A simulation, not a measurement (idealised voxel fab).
The process module that follows is named voxel quadruple lines.
It is cross-section cut that appears here, measuring 180 nm in width, its square cells being 5 nm in size.
Format of a cross-section: grid, square cells. Given as bands. Order: top down. Band: one or more rows of cells. Look at the band entry: it leads with the top's height and the bottom's height in nm. Then it lists the materials left to right, with a width in nm for each. The word "throughout" on a single material says that material fills the band edge to edge. The word "empty" is empty space. Below 0: as-received wafer, all one material; heights counted from there. Lowest band: no bottom, goes on down, written "0 -> down". A width such as "30->40" changes by the same amount from each row of cells to the next, from the band's top row to its bottom row. Where a step carries "remains unaltered", the cross-section came out of it unchanged, cell for cell. In "Trapped voids" the enclosed voids are listed, meaning empty spaces of 8 cells or larger without any opening to the top. The form is width x height at distance, distance from the left edge, units nm. It should be noted that, on the line of a given step, the content following the step's settings is a remark produced by the simulator itself with respect to that step. "overlay nm", when on a step's line for a step with a mask, measures how far to the right of its planned place the mask lay; a negative measure means to the left.

## The planned process steps are enumerated hereunder
1) RECEIVE: material Si
2) CONFORMAL_DEP: material Al2O3, thk nm 5
3) DIRECTIONAL_DEP: material TiN, thk nm 10
4) DIRECTIONAL_DEP: material polySi, thk nm 15
5) DIRECTIONAL_DEP: material aC, thk nm 25
6) PATTERN: tone cover, mask id MANDREL, material resist, width nm 25, thk nm 35, overlay nm 0
7) DIRECTIONAL_ETCH: etch materials aC, depth nm 25
8) STRIP: etch materials resist
9) CONFORMAL_DEP: material SiO2, thk nm 15
10) DIRECTIONAL_ETCH: etch materials SiO2, depth nm 15
11) STRIP: etch materials aC
12) DIRECTIONAL_ETCH: etch materials polySi, depth nm 15
13) STRIP: etch materials SiO2
14) CONFORMAL_DEP: material SiCN, thk nm 5
15) DIRECTIONAL_ETCH: etch materials SiCN, depth nm 5
16) STRIP: etch materials polySi
17) DIRECTIONAL_ETCH: etch materials TiN, depth nm 10
18) STRIP: etch materials SiCN

## Cross-section of the incoming wafer, state after step 1
* 0 -> down = Si throughout
* Trapped voids: none

## Cross-section: first of two wafers, module finished, run according to plan
* 15 -> 5 = empty: 55, then TiN: 5, then empty: 15, then TiN: 5, then empty: 15, then TiN: 5, then empty: 15, then TiN: 5, then empty: 60
* 5 -> 0 = Al2O3 throughout
* 0 -> down = Si throughout
* Trapped voids: none

## Cross-sectional view of the second of two wafers upon completion of the module. This wafer shared its starting condition and process plan with the first; one error was made during its execution
* 40 -> 15 = aC throughout
* 15 -> 5 = TiN throughout
* 5 -> 0 = Al2O3 throughout
* 0 -> down = Si throughout
* Trapped voids: none
Nonconformance to the process plan: step 5 occupied the plan position of step 4, and the converse holds as well
Final cells, second wafer relative to first, materials higher or lower: 64 more of TiN; 180 more of aC
